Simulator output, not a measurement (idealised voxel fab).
The name of this process module is voxel air gaps.
Each square cell in cross-section cut measures 5 nm, and the section as a whole is 275 nm wide.
This document writes a cross-section as a grid whose cells are square, and gives it as bands, listed from the top down; one or more rows of cells form a band. Heads up on the band format: heights come first, top then bottom, in nm. After that it's the materials left to right, each with its width in nm. A single material flagged "full width" fills the whole band edge to edge, and "air" means there's empty space there. Heights from 0 (as-received wafer is one material below). Bottom band endless downward, as "z 0 and below". Quick explanation for "30 to 40": the width changes in equal steps down the rows of cells, from the first number in the band's top row to the second number in its bottom row. A step reported as "nothing changed" is a step in which no cell of the cross-section changed. Under "Closed-off voids" you'll find the enclosed gaps, the ones with no way out to the top, that are 8 cells or bigger; each reads width x height at distance, with distance counted from the left edge, everything in nm. Post-settings text on a step line: simulator's own remark regarding the step. The optional step-line setting "overlay nm" applies to steps with a mask and quantifies how far to the right of its planned location the mask lay, a negative value indicating leftward placement.

# This section lists the process steps that were planned
1. RECEIVE [material Si]
2. CONFORMAL_DEP [material SiO2] [thk nm 10]
3. CONFORMAL_DEP [material SiN] [thk nm 5]
4. DIRECTIONAL_DEP [material SiO2] [thk nm 25]
5. MASKED_ETCH [tone open] [mask id LINES] [width nm 20] [pitch nm 50] [etch materials SiO2] [depth nm 35] [overlay nm 0]
6. CONFORMAL_DEP [material TiN] [thk nm 5]
7. FILL_DEP [material W] [thk nm 10]
8. CMP [height nm 50]
9. EPI [material Ru] [thk nm 10]
10. SELECTIVE_ETCH [etch materials SiO2] [depth nm 45]
11. CONFORMAL_DEP [material SiN] [thk nm 5]
Variable across wafers: step 4 thk nm (plan value is that of the first wafer; starting state common to all).

# First of several wafers (as received, post step 1), cross-sectional view
> z 0 and below: Si full width
> Closed-off voids: none

# For your reference, the table is organized with a row per wafer; each row reflects the wafer at the end of the module, indicating for each material the cells gained (+) or lost (-) since receipt, and thereafter its closed voids
thk nm 25 | +110 Ru | +110 SiN | +305 SiO2 | +95 TiN | +95 W | Closed-off voids: none
thk nm 30 | +110 Ru | +110 SiN | +344 SiO2 | +103 TiN | +48 W | Closed-off voids: none
thk nm 35 | +64 Ru | +214 SiN | +110 SiO2 | +64 TiN | +48 W | Closed-off voids: 20 x 25 at 75; 20 x 25 at 125; 20 x 25 at 175
